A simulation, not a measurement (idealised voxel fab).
The following process module bears the name voxel air gaps.
Displayed cross-section: cut, width of 240 nm, square cells sized 5 nm.
Throughout this document, each cross-section is represented as a grid of square cells and is presented as a sequence of bands enumerated from the top downward, where a band comprises one or more rows of cells. Band entry format. Leading values: height of top, height of bottom, nm. Remainder: materials in left-to-right order, each with its width in nm. Special words: "full width" on a single material, which then fills the band edge to edge; "air", empty space. All heights in this document are referenced to 0, defined as the level beneath which the wafer, as received, consists entirely of one material. The lowest band is not bounded below; it extends indefinitely downward and is written in the form "0 nm and below". You'd read "30 to 40" like this: the band's top row of cells is as wide as the first number, its bottom row is as wide as the second, and going down, every row changes width by the same amount as the row before did. Take "no modifications" at face value: in the step it is given for, the cross-section changed in none of its cells. Heads up: "Enclosed cavities" only lists the empty pockets with no open path to the top that are 8 cells or more, and it writes them as width x height at distance, distance from the left edge, in nm. Where a step's line continues beyond its settings, the continuation is a remark by the simulator itself on that step. For masked steps, "overlay nm" on the step line gives how far right of plan the mask actually lay; a minus sign means it lay to the left. If you're wondering how to read the rest of this, here's the deal. It's pairs of cross-sections: one from before a process step, one from after it. The after one is only drawn as far down as the lowest band that changed. Right under each pair you'll see which step sits between them and what its settings were. Don't read the pairs as one continuous story, though. They can come from different runs of this module on the same starting wafer, and a pair only carries on from the one above it where its entry headed "State before" says so.
# State before
- 0 nm and below | Si full width
- Enclosed cavities: none
# Resulting Structure
- 10 nm to 0 nm | SiO2 full width
- Whatever lies below 0 is exactly as it was before.
- Enclosed cavities: none
What sits between those two cross-sections? CONFORMAL_DEP (material SiO2; thk nm 10)
State before: The initial state for this step is given by the after cross-section of the immediately preceding pair.
# Resulting Structure
- 15 nm to 10 nm | SiCN full width
- Whatever lies below 10 is exactly as it was before.
- Enclosed cavities: none
What sits between those two cross-sections? CONFORMAL_DEP (material SiCN; thk nm 5)
State before: The initial state for this step is given by the after cross-section of the immediately preceding pair.
# Resulting Structure
- 50 nm to 15 nm | lowk full width
- Whatever lies below 15 is exactly as it was before.
- Enclosed cavities: none
What sits between those two cross-sections? DIRECTIONAL_DEP (material lowk; thk nm 35)
State before: The initial state for this step is given by the after cross-section of the immediately preceding pair.
# Resulting Structure
- 65 nm to 50 nm | aC full width
- Whatever lies below 50 is exactly as it was before.
- Enclosed cavities: none
What sits between those two cross-sections? DIRECTIONAL_DEP (material aC; thk nm 15)
State before: The initial state for this step is given by the after cross-section of the immediately preceding pair.
# Resulting Structure
- 100 nm to 65 nm | resist: 30; air: 25; resist: 25; air: 25; resist: 25; air: 25; resist: 25; air: 25; resist: 35
- Whatever lies below 65 is exactly as it was before.
- Enclosed cavities: none
What sits between those two cross-sections? PATTERN (tone open; mask id LINES; material resist; width nm 25; pitch nm 50; thk nm 35; overlay nm 0)
State before: The initial state for this step is given by the after cross-section of the immediately preceding pair.
# Resulting Structure
- 85 nm to 65 nm | resist: 30; air: 25; resist: 25; air: 25; resist: 25; air: 25; resist: 25; air: 25; resist: 35
- 65 nm to 50 nm | aC: 30; air: 25; aC: 25; air: 25; aC: 25; air: 25; aC: 25; air: 25; aC: 35
- Whatever lies below 50 is exactly as it was before.
- Enclosed cavities: none
What sits between those two cross-sections? DIRECTIONAL_ETCH (etch materials aC; depth nm 15)
State before: The initial state for this step is given by the after cross-section of the immediately preceding pair.
# Resulting Structure
- 65 nm to 50 nm | aC: 30; air: 25; aC: 25; air: 25; aC: 25; air: 25; aC: 25; air: 25; aC: 35
- Whatever lies below 50 is exactly as it was before.
- Enclosed cavities: none
What sits between those two cross-sections? STRIP (etch materials resist)
State before: The initial state for this step is given by the after cross-section of the immediately preceding pair.
# Resulting Structure
- 65 nm to 50 nm | aC: 30; air: 25; aC: 25; air: 25; aC: 25; air: 25; aC: 25; air: 25; aC: 35
- 50 nm to 15 nm | lowk: 30; air: 25; lowk: 25; air: 25; lowk: 25; air: 25; lowk: 25; air: 25; lowk: 35
- Whatever lies below 15 is exactly as it was before.
- Enclosed cavities: none
What sits between those two cross-sections? DIRECTIONAL_ETCH (etch materials lowk; depth nm 35)
State before: The initial state for this step is given by the after cross-section of the immediately preceding pair.
# Resulting Structure
- 50 nm to 15 nm | lowk: 30; air: 25; lowk: 25; air: 25; lowk: 25; air: 25; lowk: 25; air: 25; lowk: 35
- Whatever lies below 15 is exactly as it was before.
- Enclosed cavities: none
What sits between those two cross-sections? STRIP (etch materials aC)
State before: The initial state for this step is given by the after cross-section of the immediately preceding pair.
# Resulting Structure
- 55 nm to 50 nm | TiN: 35; air: 15; TiN: 35; air: 15; TiN: 35; air: 15; TiN: 35; air: 15; TiN: 40
- 50 nm to 20 nm | lowk: 30; TiN: 5; air: 15; TiN: 5; lowk: 25; TiN: 5; air: 15; TiN: 5; lowk: 25; TiN: 5; air: 15; TiN: 5; lowk: 25; TiN: 5; air: 15; TiN: 5; lowk: 35
- 20 nm to 15 nm | lowk: 30; TiN: 25; lowk: 25; TiN: 25; lowk: 25; TiN: 25; lowk: 25; TiN: 25; lowk: 35
- Whatever lies below 15 is exactly as it was before.
- Enclosed cavities: none
What sits between those two cross-sections? CONFORMAL_DEP (material TiN; thk nm 5)
State before: The initial state for this step is given by the after cross-section of the immediately preceding pair.
# Resulting Structure
- 65 nm to 55 nm | Cu full width
- 55 nm to 50 nm | TiN: 35; Cu: 15; TiN: 35; Cu: 15; TiN: 35; Cu: 15; TiN: 35; Cu: 15; TiN: 40
- 50 nm to 20 nm | lowk: 30; TiN: 5; Cu: 15; TiN: 5; lowk: 25; TiN: 5; Cu: 15; TiN: 5; lowk: 25; TiN: 5; Cu: 15; TiN: 5; lowk: 25; TiN: 5; Cu: 15; TiN: 5; lowk: 35
- Whatever lies below 20 is exactly as it was before.
- Enclosed cavities: none
What sits between those two cross-sections? FILL_DEP (material Cu; thk nm 10)
State before: The initial state for this step is given by the after cross-section of the immediately preceding pair.
# Resulting Structure
- 50 nm to 20 nm | lowk: 30; TiN: 5; Cu: 15; TiN: 5; lowk: 25; TiN: 5; Cu: 15; TiN: 5; lowk: 25; TiN: 5; Cu: 15; TiN: 5; lowk: 25; TiN: 5; Cu: 15; TiN: 5; lowk: 35
- Whatever lies below 20 is exactly as it was before.
- Enclosed cavities: none
What sits between those two cross-sections? CMP (height nm 50)
State before: The initial state for this step is given by the after cross-section of the immediately preceding pair.
# Resulting Structure
- 60 nm to 50 nm | air: 20; Ru: 45; air: 5; Ru: 45; air: 5; Ru: 45; air: 5; Ru: 45; air: 25
- Whatever lies below 50 is exactly as it was before.
- Enclosed cavities: none
What sits between those two cross-sections? EPI (material Ru; thk nm 10)
State before: The initial state for this step is given by the after cross-section of the immediately preceding pair.
# Resulting Structure
- 60 nm to 50 nm | air: 20; Ru: 45; air: 5; Ru: 45; air: 5; Ru: 45; air: 5; Ru: 45; air: 25
- 50 nm to 20 nm | air: 30; TiN: 5; Cu: 15; TiN: 5; air: 25; TiN: 5; Cu: 15; TiN: 5; air: 25; TiN: 5; Cu: 15; TiN: 5; air: 25; TiN: 5; Cu: 15; TiN: 5; air: 35
- 20 nm to 15 nm | air: 30; TiN: 25; air: 25; TiN: 25; air: 25; TiN: 25; air: 25; TiN: 25; air: 35
- Whatever lies below 15 is exactly as it was before.
- Enclosed cavities: none
What sits between those two cross-sections? SELECTIVE_ETCH (etch materials lowk; depth nm 45)
State before: The initial state for this step is given by the after cross-section of the immediately preceding pair.
# Resulting Structure
- 65 nm to 60 nm | air: 15; SiCN: 205; air: 20
- 60 nm to 50 nm | air: 15; SiCN: 5; Ru: 45; SiCN: 5; Ru: 45; SiCN: 5; Ru: 45; SiCN: 5; Ru: 45; SiCN: 5; air: 20
- 50 nm to 45 nm | air: 15; SiCN: 15; TiN: 5; Cu: 15; TiN: 5; SiCN: 25; TiN: 5; Cu: 15; TiN: 5; SiCN: 25; TiN: 5; Cu: 15; TiN: 5; SiCN: 25; TiN: 5; Cu: 15; TiN: 5; SiCN: 15; air: 20
- 45 nm to 20 nm | air: 25; SiCN: 5; TiN: 5; Cu: 15; TiN: 5; SiCN: 5; air: 15; SiCN: 5; TiN: 5; Cu: 15; TiN: 5; SiCN: 5; air: 15; SiCN: 5; TiN: 5; Cu: 15; TiN: 5; SiCN: 5; air: 15; SiCN: 5; TiN: 5; Cu: 15; TiN: 5; SiCN: 5; air: 30
- 20 nm to 15 nm | SiCN: 30; TiN: 25; SiCN: 25; TiN: 25; SiCN: 25; TiN: 25; SiCN: 25; TiN: 25; SiCN: 35
- Whatever lies below 15 is exactly as it was before.
- Enclosed cavities: 15 x 25 at 60; 15 x 25 at 110; 15 x 25 at 160
What sits between those two cross-sections? CONFORMAL_DEP (material SiCN; thk nm 5)
# State before
- 0 nm and below | Si full width
- Enclosed cavities: none
# Resulting Structure
- 5 nm to 0 nm | SiCN full width
- Whatever lies below 0 is exactly as it was before.
- Enclosed cavities: none
What sits between those two cross-sections? CONFORMAL_DEP (material SiCN; thk nm 5)
State before: The initial state for this step is given by the after cross-section of the immediately preceding pair.
# Resulting Structure
- 40 nm to 5 nm | lowk full width
- Whatever lies below 5 is exactly as it was before.
- Enclosed cavities: none
What sits between those two cross-sections? DIRECTIONAL_DEP (material lowk; thk nm 35)
State before: The initial state for this step is given by the after cross-section of the immediately preceding pair.
# Resulting Structure
- 55 nm to 40 nm | aC full width
- Whatever lies below 40 is exactly as it was before.
- Enclosed cavities: none
What sits between those two cross-sections? DIRECTIONAL_DEP (material aC; thk nm 15)
State before: The initial state for this step is given by the after cross-section of the immediately preceding pair.
# Resulting Structure
- 90 nm to 55 nm | resist: 30; air: 25; resist: 25; air: 25; resist: 25; air: 25; resist: 25; air: 25; resist: 35
- Whatever lies below 55 is exactly as it was before.
- Enclosed cavities: none
What sits between those two cross-sections? PATTERN (tone open; mask id LINES; material resist; width nm 25; pitch nm 50; thk nm 35; overlay nm 0)
State before: The initial state for this step is given by the after cross-section of the immediately preceding pair.
# Resulting Structure
- 75 nm to 55 nm | resist: 30; air: 25; resist: 25; air: 25; resist: 25; air: 25; resist: 25; air: 25; resist: 35
- 55 nm to 40 nm | aC: 30; air: 25; aC: 25; air: 25; aC: 25; air: 25; aC: 25; air: 25; aC: 35
- Whatever lies below 40 is exactly as it was before.
- Enclosed cavities: none
What sits between those two cross-sections? DIRECTIONAL_ETCH (etch materials aC; depth nm 15)
State before: The initial state for this step is given by the after cross-section of the immediately preceding pair.
# Resulting Structure
- 55 nm to 40 nm | aC: 30; air: 25; aC: 25; air: 25; aC: 25; air: 25; aC: 25; air: 25; aC: 35
- Whatever lies below 40 is exactly as it was before.
- Enclosed cavities: none
What sits between those two cross-sections? STRIP (etch materials resist)
State before: The initial state for this step is given by the after cross-section of the immediately preceding pair.
# Resulting Structure
- 55 nm to 40 nm | aC: 30; air: 25; aC: 25; air: 25; aC: 25; air: 25; aC: 25; air: 25; aC: 35
- 40 nm to 5 nm | lowk: 30; air: 25; lowk: 25; air: 25; lowk: 25; air: 25; lowk: 25; air: 25; lowk: 35
- Whatever lies below 5 is exactly as it was before.
- Enclosed cavities: none
What sits between those two cross-sections? DIRECTIONAL_ETCH (etch materials lowk; depth nm 35)
State before: The initial state for this step is given by the after cross-section of the immediately preceding pair.
# Resulting Structure
- 40 nm to 5 nm | lowk: 30; air: 25; lowk: 25; air: 25; lowk: 25; air: 25; lowk: 25; air: 25; lowk: 35
- Whatever lies below 5 is exactly as it was before.
- Enclosed cavities: none
What sits between those two cross-sections? STRIP (etch materials aC)
State before: The initial state for this step is given by the after cross-section of the immediately preceding pair.
# Resulting Structure
- 45 nm to 40 nm | TiN: 35; air: 15; TiN: 35; air: 15; TiN: 35; air: 15; TiN: 35; air: 15; TiN: 40
- 40 nm to 10 nm | lowk: 30; TiN: 5; air: 15; TiN: 5; lowk: 25; TiN: 5; air: 15; TiN: 5; lowk: 25; TiN: 5; air: 15; TiN: 5; lowk: 25; TiN: 5; air: 15; TiN: 5; lowk: 35
- 10 nm to 5 nm | lowk: 30; TiN: 25; lowk: 25; TiN: 25; lowk: 25; TiN: 25; lowk: 25; TiN: 25; lowk: 35
- Whatever lies below 5 is exactly as it was before.
- Enclosed cavities: none
What sits between those two cross-sections? CONFORMAL_DEP (material TiN; thk nm 5)
State before: The initial state for this step is given by the after cross-section of the immediately preceding pair.
# Resulting Structure
- 55 nm to 45 nm | Cu full width
- 45 nm to 40 nm | TiN: 35; Cu: 15; TiN: 35; Cu: 15; TiN: 35; Cu: 15; TiN: 35; Cu: 15; TiN: 40
- 40 nm to 10 nm | lowk: 30; TiN: 5; Cu: 15; TiN: 5; lowk: 25; TiN: 5; Cu: 15; TiN: 5; lowk: 25; TiN: 5; Cu: 15; TiN: 5; lowk: 25; TiN: 5; Cu: 15; TiN: 5; lowk: 35
- Whatever lies below 10 is exactly as it was before.
- Enclosed cavities: none
What sits between those two cross-sections? FILL_DEP (material Cu; thk nm 10)
State before: The initial state for this step is given by the after cross-section of the immediately preceding pair.
# Resulting Structure
- 50 nm to 45 nm | Cu full width
- Whatever lies below 45 is exactly as it was before.
- Enclosed cavities: none
What sits between those two cross-sections? CMP (height nm 50)
State before: The initial state for this step is given by the after cross-section of the immediately preceding pair.
# Resulting Structure
- 60 nm to 50 nm | Ru full width
- Whatever lies below 50 is exactly as it was before.
- Enclosed cavities: none
What sits between those two cross-sections? EPI (material Ru; thk nm 10)
State before: The initial state for this step is given by the after cross-section of the immediately preceding pair.
# Resulting Structure
- 65 nm to 60 nm | SiCN full width
- Whatever lies below 60 is exactly as it was before.
- Enclosed cavities: none
What sits between those two cross-sections? CONFORMAL_DEP (material SiCN; thk nm 5)
# State before
- 60 nm to 50 nm | air: 20; Ru: 45; air: 5; Ru: 45; air: 5; Ru: 45; air: 5; Ru: 45; air: 25
- 50 nm to 20 nm | lowk: 30; TiN: 5; Cu: 15; TiN: 5; lowk: 25; TiN: 5; Cu: 15; TiN: 5; lowk: 25; TiN: 5; Cu: 15; TiN: 5; lowk: 25; TiN: 5; Cu: 15; TiN: 5; lowk: 35
- 20 nm to 15 nm | lowk: 30; TiN: 25; lowk: 25; TiN: 25; lowk: 25; TiN: 25; lowk: 25; TiN: 25; lowk: 35
- 15 nm to 10 nm | SiCN full width
- 10 nm to 0 nm | SiO2 full width
- 0 nm and below | Si full width
- Enclosed cavities: none
# Resulting Structure
- 70 nm to 50 nm | air: 10; Ru: 215; air: 15
- Whatever lies below 50 is exactly as it was before.
- Enclosed cavities: none
What sits between those two cross-sections? EPI (material Ru; thk nm 10)
State before: The initial state for this step is given by the after cross-section of the immediately preceding pair.
# Resulting Structure
- 70 nm to 50 nm | air: 10; Ru: 215; air: 15
- 50 nm to 20 nm | air: 30; TiN: 5; Cu: 15; TiN: 5; lowk: 25; TiN: 5; Cu: 15; TiN: 5; lowk: 25; TiN: 5; Cu: 15; TiN: 5; lowk: 25; TiN: 5; Cu: 15; TiN: 5; air: 35
- 20 nm to 15 nm | air: 30; TiN: 25; lowk: 25; TiN: 25; lowk: 25; TiN: 25; lowk: 25; TiN: 25; air: 35
- Whatever lies below 15 is exactly as it was before.
- Enclosed cavities: none
What sits between those two cross-sections? SELECTIVE_ETCH (etch materials lowk; depth nm 45)
State before: The initial state for this step is given by the after cross-section of the immediately preceding pair.
# Resulting Structure
- 75 nm to 70 nm | air: 5; SiCN: 225; air: 10
- 70 nm to 50 nm | air: 5; SiCN: 5; Ru: 215; SiCN: 5; air: 10
- 50 nm to 45 nm | air: 5; SiCN: 25; TiN: 5; Cu: 15; TiN: 5; lowk: 25; TiN: 5; Cu: 15; TiN: 5; lowk: 25; TiN: 5; Cu: 15; TiN: 5; lowk: 25; TiN: 5; Cu: 15; TiN: 5; SiCN: 25; air: 10
- 45 nm to 20 nm | air: 25; SiCN: 5; TiN: 5; Cu: 15; TiN: 5; lowk: 25; TiN: 5; Cu: 15; TiN: 5; lowk: 25; TiN: 5; Cu: 15; TiN: 5; lowk: 25; TiN: 5; Cu: 15; TiN: 5; SiCN: 5; air: 30
- 20 nm to 15 nm | SiCN: 30; TiN: 25; lowk: 25; TiN: 25; lowk: 25; TiN: 25; lowk: 25; TiN: 25; SiCN: 35
- Whatever lies below 15 is exactly as it was before.
- Enclosed cavities: none
What sits between those two cross-sections? CONFORMAL_DEP (material SiCN; thk nm 5)
# State before
- 10 nm to 0 nm | SiO2 full width
- 0 nm and below | Si full width
- Enclosed cavities: none
# Resulting Structure
- 45 nm to 10 nm | lowk full width
- Whatever lies below 10 is exactly as it was before.
- Enclosed cavities: none
What sits between those two cross-sections? DIRECTIONAL_DEP (material lowk; thk nm 35)
State before: The initial state for this step is given by the after cross-section of the immediately preceding pair.
# Resulting Structure
- 50 nm to 45 nm | SiCN full width
- Whatever lies below 45 is exactly as it was before.
- Enclosed cavities: none
What sits between those two cross-sections? CONFORMAL_DEP (material SiCN; thk nm 5)
State before: The initial state for this step is given by the after cross-section of the immediately preceding pair.
# Resulting Structure
- 65 nm to 50 nm | aC full width
- Whatever lies below 50 is exactly as it was before.
- Enclosed cavities: none
What sits between those two cross-sections? DIRECTIONAL_DEP (material aC; thk nm 15)
State before: The initial state for this step is given by the after cross-section of the immediately preceding pair.
# Resulting Structure
- 100 nm to 65 nm | resist: 30; air: 25; resist: 25; air: 25; resist: 25; air: 25; resist: 25; air: 25; resist: 35
- Whatever lies below 65 is exactly as it was before.
- Enclosed cavities: none
What sits between those two cross-sections? PATTERN (tone open; mask id LINES; material resist; width nm 25; pitch nm 50; thk nm 35; overlay nm 0)
State before: The initial state for this step is given by the after cross-section of the immediately preceding pair.
# Resulting Structure
- 85 nm to 65 nm | resist: 30; air: 25; resist: 25; air: 25; resist: 25; air: 25; resist: 25; air: 25; resist: 35
- 65 nm to 50 nm | aC: 30; air: 25; aC: 25; air: 25; aC: 25; air: 25; aC: 25; air: 25; aC: 35
- Whatever lies below 50 is exactly as it was before.
- Enclosed cavities: none
What sits between those two cross-sections? DIRECTIONAL_ETCH (etch materials aC; depth nm 15)
State before: The initial state for this step is given by the after cross-section of the immediately preceding pair.
# Resulting Structure
- 65 nm to 50 nm | aC: 30; air: 25; aC: 25; air: 25; aC: 25; air: 25; aC: 25; air: 25; aC: 35
- Whatever lies below 50 is exactly as it was before.
- Enclosed cavities: none
What sits between those two cross-sections? STRIP (etch materials resist)
State before: The initial state for this step is given by the after cross-section of the immediately preceding pair.
# Resulting Structure
- 50 nm to 45 nm | SiCN full width
- Whatever lies below 45 is exactly as it was before.
- Enclosed cavities: none
What sits between those two cross-sections? STRIP (etch materials aC)
State before: The initial state for this step is given by the after cross-section of the immediately preceding pair.
# Resulting Structure
- 55 nm to 50 nm | TiN full width
- Whatever lies below 50 is exactly as it was before.
- Enclosed cavities: none
What sits between those two cross-sections? CONFORMAL_DEP (material TiN; thk nm 5)
State before: The initial state for this step is given by the after cross-section of the immediately preceding pair.
# Resulting Structure
- 65 nm to 55 nm | Cu full width
- Whatever lies below 55 is exactly as it was before.
- Enclosed cavities: none
What sits between those two cross-sections? FILL_DEP (material Cu; thk nm 10)
State before: The initial state for this step is given by the after cross-section of the immediately preceding pair.
# Resulting Structure
- 50 nm to 45 nm | SiCN full width
- Whatever lies below 45 is exactly as it was before.
- Enclosed cavities: none
What sits between those two cross-sections? CMP (height nm 50)
State before: The initial state for this step is given by the after cross-section of the immediately preceding pair.
# Resulting Structure
- 55 nm to 45 nm | SiCN full width
- Whatever lies below 45 is exactly as it was before.
- Enclosed cavities: none
What sits between those two cross-sections? CONFORMAL_DEP (material SiCN; thk nm 5)
# State before
- 60 nm to 50 nm | air: 20; Ru: 45; air: 5; Ru: 45; air: 5; Ru: 45; air: 5; Ru: 45; air: 25
- 50 nm to 20 nm | air: 30; TiN: 5; Cu: 15; TiN: 5; air: 25; TiN: 5; Cu: 15; TiN: 5; air: 25; TiN: 5; Cu: 15; TiN: 5; air: 25; TiN: 5; Cu: 15; TiN: 5; air: 35
- 20 nm to 15 nm | air: 30; TiN: 25; air: 25; TiN: 25; air: 25; TiN: 25; air: 25; TiN: 25; air: 35
- 15 nm to 10 nm | SiCN full width
- 10 nm to 0 nm | SiO2 full width
- 0 nm and below | Si full width
- Enclosed cavities: none
# Resulting Structure
- 75 nm to 60 nm | air: 5; SiCN: 225; air: 10
- 60 nm to 50 nm | air: 5; SiCN: 15; Ru: 45; SiCN: 5; Ru: 45; SiCN: 5; Ru: 45; SiCN: 5; Ru: 45; SiCN: 15; air: 10
- 50 nm to 45 nm | air: 5; SiCN: 25; TiN: 5; Cu: 15; TiN: 5; SiCN: 25; TiN: 5; Cu: 15; TiN: 5; SiCN: 25; TiN: 5; Cu: 15; TiN: 5; SiCN: 25; TiN: 5; Cu: 15; TiN: 5; SiCN: 25; air: 10
- 45 nm to 35 nm | air: 5; SiCN: 25; TiN: 5; Cu: 15; TiN: 5; SiCN: 5; air: 15; SiCN: 5; TiN: 5; Cu: 15; TiN: 5; SiCN: 5; air: 15; SiCN: 5; TiN: 5; Cu: 15; TiN: 5; SiCN: 5; air: 15; SiCN: 5; TiN: 5; Cu: 15; TiN: 5; SiCN: 25; air: 10
- 35 nm to 30 nm | air: 15; SiCN: 15; TiN: 5; Cu: 15; TiN: 5; SiCN: 5; air: 15; SiCN: 5; TiN: 5; Cu: 15; TiN: 5; SiCN: 5; air: 15; SiCN: 5; TiN: 5; Cu: 15; TiN: 5; SiCN: 5; air: 15; SiCN: 5; TiN: 5; Cu: 15; TiN: 5; SiCN: 15; air: 20
- 30 nm to 20 nm | SiCN: 30; TiN: 5; Cu: 15; TiN: 5; SiCN: 5; air: 15; SiCN: 5; TiN: 5; Cu: 15; TiN: 5; SiCN: 5; air: 15; SiCN: 5; TiN: 5; Cu: 15; TiN: 5; SiCN: 5; air: 15; SiCN: 5; TiN: 5; Cu: 15; TiN: 5; SiCN: 35
- 20 nm to 15 nm | SiCN: 30; TiN: 25; SiCN: 25; TiN: 25; SiCN: 25; TiN: 25; SiCN: 25; TiN: 25; SiCN: 35
- Whatever lies below 15 is exactly as it was before.
- Enclosed cavities: 15 x 25 at 60; 15 x 25 at 110; 15 x 25 at 160
What sits between those two cross-sections? CONFORMAL_DEP (material SiCN; thk nm 15)
# State before
- 65 nm to 50 nm | aC full width
- 50 nm to 15 nm | lowk full width
- 15 nm to 10 nm | SiCN full width
- 10 nm to 0 nm | SiO2 full width
- 0 nm and below | Si full width
- Enclosed cavities: none
# Resulting Structure
- 100 nm to 65 nm | resist: 25; air: 35; resist: 15; air: 35; resist: 15; air: 35; resist: 15; air: 35; resist: 30
- Whatever lies below 65 is exactly as it was before.
- Enclosed cavities: none
What sits between those two cross-sections? PATTERN (tone open; mask id LINES; material resist; width nm 35; pitch nm 50; thk nm 35; overlay nm 0)
State before: The initial state for this step is given by the after cross-section of the immediately preceding pair.
# Resulting Structure
- 85 nm to 65 nm | resist: 25; air: 35; resist: 15; air: 35; resist: 15; air: 35; resist: 15; air: 35; resist: 30
- 65 nm to 50 nm | aC: 25; air: 35; aC: 15; air: 35; aC: 15; air: 35; aC: 15; air: 35; aC: 30
- Whatever lies below 50 is exactly as it was before.
- Enclosed cavities: none
What sits between those two cross-sections? DIRECTIONAL_ETCH (etch materials aC; depth nm 15)
State before: The initial state for this step is given by the after cross-section of the immediately preceding pair.
# Resulting Structure
- 65 nm to 50 nm | aC: 25; air: 35; aC: 15; air: 35; aC: 15; air: 35; aC: 15; air: 35; aC: 30
- Whatever lies below 50 is exactly as it was before.
- Enclosed cavities: none
What sits between those two cross-sections? STRIP (etch materials resist)
State before: The initial state for this step is given by the after cross-section of the immediately preceding pair.
# Resulting Structure
- 65 nm to 50 nm | aC: 25; air: 35; aC: 15; air: 35; aC: 15; air: 35; aC: 15; air: 35; aC: 30
- 50 nm to 15 nm | lowk: 25; air: 35; lowk: 15; air: 35; lowk: 15; air: 35; lowk: 15; air: 35; lowk: 30
- Whatever lies below 15 is exactly as it was before.
- Enclosed cavities: none
What sits between those two cross-sections? DIRECTIONAL_ETCH (etch materials lowk; depth nm 35)
State before: The initial state for this step is given by the after cross-section of the immediately preceding pair.
# Resulting Structure
- 50 nm to 15 nm | lowk: 25; air: 35; lowk: 15; air: 35; lowk: 15; air: 35; lowk: 15; air: 35; lowk: 30
- Whatever lies below 15 is exactly as it was before.
- Enclosed cavities: none
What sits between those two cross-sections? STRIP (etch materials aC)
State before: The initial state for this step is given by the after cross-section of the immediately preceding pair.
# Resulting Structure
- 55 nm to 50 nm | TiN: 30; air: 25; TiN: 25; air: 25; TiN: 25; air: 25; TiN: 25; air: 25; TiN: 35
- 50 nm to 20 nm | lowk: 25; TiN: 5; air: 25; TiN: 5; lowk: 15; TiN: 5; air: 25; TiN: 5; lowk: 15; TiN: 5; air: 25; TiN: 5; lowk: 15; TiN: 5; air: 25; TiN: 5; lowk: 30
- 20 nm to 15 nm | lowk: 25; TiN: 35; lowk: 15; TiN: 35; lowk: 15; TiN: 35; lowk: 15; TiN: 35; lowk: 30
- Whatever lies below 15 is exactly as it was before.
- Enclosed cavities: none
What sits between those two cross-sections? CONFORMAL_DEP (material TiN; thk nm 5)
State before: The initial state for this step is given by the after cross-section of the immediately preceding pair.
# Resulting Structure
- 65 nm to 55 nm | Cu full width
- 55 nm to 50 nm | TiN: 30; Cu: 25; TiN: 25; Cu: 25; TiN: 25; Cu: 25; TiN: 25; Cu: 25; TiN: 35
- 50 nm to 20 nm | lowk: 25; TiN: 5; Cu: 25; TiN: 5; lowk: 15; TiN: 5; Cu: 25; TiN: 5; lowk: 15; TiN: 5; Cu: 25; TiN: 5; lowk: 15; TiN: 5; Cu: 25; TiN: 5; lowk: 30
- Whatever lies below 20 is exactly as it was before.
- Enclosed cavities: none
What sits between those two cross-sections? FILL_DEP (material Cu; thk nm 10)
State before: The initial state for this step is given by the after cross-section of the immediately preceding pair.
# Resulting Structure
- 50 nm to 20 nm | lowk: 25; TiN: 5; Cu: 25; TiN: 5; lowk: 15; TiN: 5; Cu: 25; TiN: 5; lowk: 15; TiN: 5; Cu: 25; TiN: 5; lowk: 15; TiN: 5; Cu: 25; TiN: 5; lowk: 30
- Whatever lies below 20 is exactly as it was before.
- Enclosed cavities: none
What sits between those two cross-sections? CMP (height nm 50)
State before: The initial state for this step is given by the after cross-section of the immediately preceding pair.
# Resulting Structure
- 60 nm to 50 nm | air: 15; Ru: 205; air: 20
- Whatever lies below 50 is exactly as it was before.
- Enclosed cavities: none
What sits between those two cross-sections? EPI (material Ru; thk nm 10)
State before: The initial state for this step is given by the after cross-section of the immediately preceding pair.
# Resulting Structure
- 60 nm to 50 nm | air: 15; Ru: 205; air: 20
- 50 nm to 20 nm | air: 25; TiN: 5; Cu: 25; TiN: 5; lowk: 15; TiN: 5; Cu: 25; TiN: 5; lowk: 15; TiN: 5; Cu: 25; TiN: 5; lowk: 15; TiN: 5; Cu: 25; TiN: 5; air: 30
- 20 nm to 15 nm | air: 25; TiN: 35; lowk: 15; TiN: 35; lowk: 15; TiN: 35; lowk: 15; TiN: 35; air: 30
- Whatever lies below 15 is exactly as it was before.
- Enclosed cavities: none
What sits between those two cross-sections? SELECTIVE_ETCH (etch materials lowk; depth nm 45)
State before: The initial state for this step is given by the after cross-section of the immediately preceding pair.
# Resulting Structure
- 65 nm to 60 nm | air: 10; SiCN: 215; air: 15
- 60 nm to 50 nm | air: 10; SiCN: 5; Ru: 205; SiCN: 5; air: 15
- 50 nm to 45 nm | air: 10; SiCN: 15; TiN: 5; Cu: 25; TiN: 5; lowk: 15; TiN: 5; Cu: 25; TiN: 5; lowk: 15; TiN: 5; Cu: 25; TiN: 5; lowk: 15; TiN: 5; Cu: 25; TiN: 5; SiCN: 15; air: 15
- 45 nm to 20 nm | air: 20; SiCN: 5; TiN: 5; Cu: 25; TiN: 5; lowk: 15; TiN: 5; Cu: 25; TiN: 5; lowk: 15; TiN: 5; Cu: 25; TiN: 5; lowk: 15; TiN: 5; Cu: 25; TiN: 5; SiCN: 5; air: 25
- 20 nm to 15 nm | SiCN: 25; TiN: 35; lowk: 15; TiN: 35; lowk: 15; TiN: 35; lowk: 15; TiN: 35; SiCN: 30
- Whatever lies below 15 is exactly as it was before.
- Enclosed cavities: none
What sits between those two cross-sections? CONFORMAL_DEP (material SiCN; thk nm 5)
# State before
- 65 nm to 50 nm | aC full width
- 50 nm to 15 nm | lowk full width
- 15 nm to 10 nm | SiCN full width
- 10 nm to 0 nm | SiO2 full width
- 0 nm and below | Si full width
- Enclosed cavities: none
# Resulting Structure
- 100 nm to 65 nm | resist: 25; air: 25; resist: 25; air: 25; resist: 25; air: 25; resist: 25; air: 25; resist: 40
- Whatever lies below 65 is exactly as it was before.
- Enclosed cavities: none
What sits between those two cross-sections? PATTERN (tone open; mask id LINES; material resist; width nm 25; pitch nm 50; thk nm 35; overlay nm -5)
State before: The initial state for this step is given by the after cross-section of the immediately preceding pair.
# Resulting Structure
- 85 nm to 65 nm | resist: 25; air: 25; resist: 25; air: 25; resist: 25; air: 25; resist: 25; air: 25; resist: 40
- 65 nm to 50 nm | aC: 25; air: 25; aC: 25; air: 25; aC: 25; air: 25; aC: 25; air: 25; aC: 40
- Whatever lies below 50 is exactly as it was before.
- Enclosed cavities: none
What sits between those two cross-sections? DIRECTIONAL_ETCH (etch materials aC; depth nm 15)
State before: The initial state for this step is given by the after cross-section of the immediately preceding pair.
# Resulting Structure
- 65 nm to 50 nm | aC: 25; air: 25; aC: 25; air: 25; aC: 25; air: 25; aC: 25; air: 25; aC: 40
- Whatever lies below 50 is exactly as it was before.
- Enclosed cavities: none
What sits between those two cross-sections? STRIP (etch materials resist)
State before: The initial state for this step is given by the after cross-section of the immediately preceding pair.
# Resulting Structure
- 65 nm to 50 nm | aC: 25; air: 25; aC: 25; air: 25; aC: 25; air: 25; aC: 25; air: 25; aC: 40
- 50 nm to 15 nm | lowk: 25; air: 25; lowk: 25; air: 25; lowk: 25; air: 25; lowk: 25; air: 25; lowk: 40
- Whatever lies below 15 is exactly as it was before.
- Enclosed cavities: none
What sits between those two cross-sections? DIRECTIONAL_ETCH (etch materials lowk; depth nm 35)
State before: The initial state for this step is given by the after cross-section of the immediately preceding pair.
# Resulting Structure
- 50 nm to 15 nm | lowk: 25; air: 25; lowk: 25; air: 25; lowk: 25; air: 25; lowk: 25; air: 25; lowk: 40
- Whatever lies below 15 is exactly as it was before.
- Enclosed cavities: none
What sits between those two cross-sections? STRIP (etch materials aC)
